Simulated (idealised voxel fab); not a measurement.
Documented hereafter: the process module known as voxel fin reveal.
Cross-section cut spans 245 nm and uses square cells 5 nm in size.
Cross-section spec: square-cell grid; bands listed top down; each band is one or more rows.
Top height, bottom height, nm. Materials left to right, width each, nm. Single material + "full width" = fills band edge to edge. "blank" = empty.
Zero point of the height axis is 0; under it, received wafer = one material. Lowest band: continues down indefinitely, "0 and below".
Graded width ("30->40"): value in top row of band = first number; value in bottom row = second number; row-to-row change constant.
"no modifications", as given for a step, is the statement that not any cell of the cross-section underwent a change during that step.
"Closed internal cavities" contains a list of empty spaces, each no smaller than 8 cells and without an open way to the top, written in the form width x height at distance with the distance from the left edge and all three in nm.
Whatever follows a step's settings on its line is a remark the simulator itself makes about that step.
overlay nm: right-of-plan distance of the mask on a masked step; negative values mean left-of-plan.
# Process steps (planned)
| 1 | RECEIVE with material Si |
| 2 | CONFORMAL_DEP with material SiN, thk nm 5 |
| 3 | DIRECTIONAL_DEP with material aC, thk nm 10 |
| 4 | PATTERN with tone cover, mask id FINS, material resist, width nm 15, pitch nm 40, thk nm 25, overlay nm 0 |
| 5 | DIRECTIONAL_ETCH with etch materials aC, depth nm 10 |
| 6 | STRIP with etch materials resist |
| 7 | DIRECTIONAL_ETCH with etch materials SiN, depth nm 5 |
| 8 | DIRECTIONAL_ETCH with etch materials Si, depth nm 35 |
| 9 | STRIP with etch materials aC |
| 10 | OXIDIZE with depth nm 5 |
| 11 | FILL_DEP with material SiO2, thk nm 5 |
| 12 | CMP with height nm 5 |
| 13 | SELECTIVE_ETCH with etch materials SiO2, depth nm 30 |
| 14 | STRIP with etch materials SiN |
# So this is the incoming wafer in cross-section - it's already been through step 1
> 0 and below  Si full width
> Closed internal cavities: none
# The cross-section shown corresponds to the wafer at the conclusion of the module. The initial structure and the process plan are those presented above; however, one mistake occurred in executing the plan
> 0 down to -25  blank 80, Si 5, blank 35, Si 5, blank 35, Si 5, blank 80
> -25 down to -30  SiO2 45, blank 35, Si 5, blank 35, Si 5, blank 35, Si 5, blank 35, SiO2 45
> -30 down to -40  SiO2 80, Si 5, SiO2 35, Si 5, SiO2 35, Si 5, SiO2 80
> -40 and below  Si full width
> Closed internal cavities: none
Run error: steps 13 and 14 traded places in the executed sequence
